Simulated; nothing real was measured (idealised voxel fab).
process module | voxel fin reveal
cross-section cut | 250 nm wide | cells 5 nm
A cross-section is a grid of square cells, given in bands from the top down. A band is one or more rows of cells.
Each band's line starts with the height of the band's top and of its bottom, in nm. Then come its materials from left to right, each with its width in nm. One material with "throughout" fills the band from edge to edge. "air" is empty space.
Height 0 is the level under which the wafer as received is all one material. The lowest band goes on downwards, as in "0 down".
A width such as "30 to 40" changes by the same amount from each row of cells to the next, from the band's top row to its bottom row.
"no change" after a step means that no cell of the cross-section changed.
closed voids: empty space of 8 cells or more with no open way to the top, each as width x height at its distance from the left edge, in nm
after a step's settings: what the simulator itself notes on the step
overlay nm, on a step with a mask: how far to the right of its planned place the mask lay; to the left if negative
plan
1 op RECEIVE | material Si
2 op CONFORMAL_DEP | material SiN | thk nm 5
3 op DIRECTIONAL_DEP | material aC | thk nm 15
4 op PATTERN | tone cover | mask id FINS | material resist | width nm 15 | pitch nm 35 | thk nm 35 | overlay nm 0
5 op DIRECTIONAL_ETCH | etch materials aC | depth nm 15
6 op STRIP | etch materials resist
7 op DIRECTIONAL_ETCH | etch materials SiN | depth nm 5
8 op DIRECTIONAL_ETCH | etch materials Si | depth nm 35
9 op STRIP | etch materials aC
10 op OXIDIZE | depth nm 5
11 op FILL_DEP | material SiO2 | thk nm 15
12 op CMP | height nm 5
13 op SELECTIVE_ETCH | etch materials SiO2 | depth nm 25
14 op STRIP | etch materials SiN
first wafer, as planned
as received, after step 1
  0 down: Si throughout
  closed voids: none
after step 2
  5 to 0: SiN throughout
  below 0: unchanged
after step 3
  20 to 5: aC throughout
  below 5: unchanged
after step 4
  55 to 20: air 80 | resist 15 | air 20 | resist 15 | air 20 | resist 15 | air 85
  below 20: unchanged
after step 5
  40 to 20: air 80 | resist 15 | air 20 | resist 15 | air 20 | resist 15 | air 85
  20 to 5: air 80 | aC 15 | air 20 | aC 15 | air 20 | aC 15 | air 85
  below 5: unchanged
after step 6
  20 to 5: air 80 | aC 15 | air 20 | aC 15 | air 20 | aC 15 | air 85
  below 5: unchanged
after step 7
  20 to 5: air 80 | aC 15 | air 20 | aC 15 | air 20 | aC 15 | air 85
  5 to 0: air 80 | SiN 15 | air 20 | SiN 15 | air 20 | SiN 15 | air 85
  below 0: unchanged
after step 8
  20 to 5: air 80 | aC 15 | air 20 | aC 15 | air 20 | aC 15 | air 85
  5 to 0: air 80 | SiN 15 | air 20 | SiN 15 | air 20 | SiN 15 | air 85
  0 to -35: air 80 | Si 15 | air 20 | Si 15 | air 20 | Si 15 | air 85
  below -35: unchanged
after step 9
  5 to 0: air 80 | SiN 15 | air 20 | SiN 15 | air 20 | SiN 15 | air 85
  below 0: unchanged
after step 10
  5 to 0: air 80 | SiN 15 | air 20 | SiN 15 | air 20 | SiN 15 | air 85
  0 to -35: air 80 | SiO2 5 | Si 5 | SiO2 5 | air 20 | SiO2 5 | Si 5 | SiO2 5 | air 20 | SiO2 5 | Si 5 | SiO2 5 | air 85
  -35 to -40: SiO2 85 | Si 5 | SiO2 30 | Si 5 | SiO2 30 | Si 5 | SiO2 90
  below -40: unchanged
after step 11
  20 to 5: SiO2 throughout
  5 to 0: SiO2 80 | SiN 15 | SiO2 20 | SiN 15 | SiO2 20 | SiN 15 | SiO2 85
  0 to -40: SiO2 85 | Si 5 | SiO2 30 | Si 5 | SiO2 30 | Si 5 | SiO2 90
  below -40: unchanged
after step 12
  5 to 0: SiO2 80 | SiN 15 | SiO2 20 | SiN 15 | SiO2 20 | SiN 15 | SiO2 85
  below 0: unchanged
after step 13
  5 to 0: air 80 | SiN 15 | air 20 | SiN 15 | air 20 | SiN 15 | air 85
  0 to -20: air 85 | Si 5 | air 30 | Si 5 | air 30 | Si 5 | air 90
  below -20: unchanged
after step 14
  0 to -20: air 85 | Si 5 | air 30 | Si 5 | air 30 | Si 5 | air 90
  below -20: unchanged
second wafer: like start, like plan, one mistake. Through step 3 it matches the first wafer
when step 4 should have ended
  55 to 20: air 90 | resist 15 | air 20 | resist 15 | air 20 | resist 15 | air 75
  below 20: unchanged
when step 5 should have ended
  40 to 20: air 90 | resist 15 | air 20 | resist 15 | air 20 | resist 15 | air 75
  20 to 5: air 90 | aC 15 | air 20 | aC 15 | air 20 | aC 15 | air 75
  below 5: unchanged
when step 6 should have ended
  20 to 5: air 90 | aC 15 | air 20 | aC 15 | air 20 | aC 15 | air 75
  below 5: unchanged
when step 7 should have ended
  20 to 5: air 90 | aC 15 | air 20 | aC 15 | air 20 | aC 15 | air 75
  5 to 0: air 90 | SiN 15 | air 20 | SiN 15 | air 20 | SiN 15 | air 75
  below 0: unchanged
when step 8 should have ended
  20 to 5: air 90 | aC 15 | air 20 | aC 15 | air 20 | aC 15 | air 75
  5 to 0: air 90 | SiN 15 | air 20 | SiN 15 | air 20 | SiN 15 | air 75
  0 to -35: air 90 | Si 15 | air 20 | Si 15 | air 20 | Si 15 | air 75
  below -35: unchanged
when step 9 should have ended
  5 to 0: air 90 | SiN 15 | air 20 | SiN 15 | air 20 | SiN 15 | air 75
  below 0: unchanged
when step 10 should have ended
  5 to 0: air 90 | SiN 15 | air 20 | SiN 15 | air 20 | SiN 15 | air 75
  0 to -35: air 90 | SiO2 5 | Si 5 | SiO2 5 | air 20 | SiO2 5 | Si 5 | SiO2 5 | air 20 | SiO2 5 | Si 5 | SiO2 5 | air 75
  -35 to -40: SiO2 95 | Si 5 | SiO2 30 | Si 5 | SiO2 30 | Si 5 | SiO2 80
  below -40: unchanged
when step 11 should have ended
  20 to 5: SiO2 throughout
  5 to 0: SiO2 90 | SiN 15 | SiO2 20 | SiN 15 | SiO2 20 | SiN 15 | SiO2 75
  0 to -40: SiO2 95 | Si 5 | SiO2 30 | Si 5 | SiO2 30 | Si 5 | SiO2 80
  below -40: unchanged
when step 12 should have ended
  5 to 0: SiO2 90 | SiN 15 | SiO2 20 | SiN 15 | SiO2 20 | SiN 15 | SiO2 75
  below 0: unchanged
when step 13 should have ended
  5 to 0: air 90 | SiN 15 | air 20 | SiN 15 | air 20 | SiN 15 | air 75
  0 to -20: air 95 | Si 5 | air 30 | Si 5 | air 30 | Si 5 | air 80
  below -20: unchanged
when step 14 should have ended
  0 to -20: air 95 | Si 5 | air 30 | Si 5 | air 30 | Si 5 | air 80
  below -20: unchanged
what went wrong: step 4 ran as: op PATTERN | tone cover | mask id FINS | material resist | width nm 15 | pitch nm 35 | thk nm 35 | overlay nm 10
at the end the second wafer has, in cells: as many of each material as the first, in other places
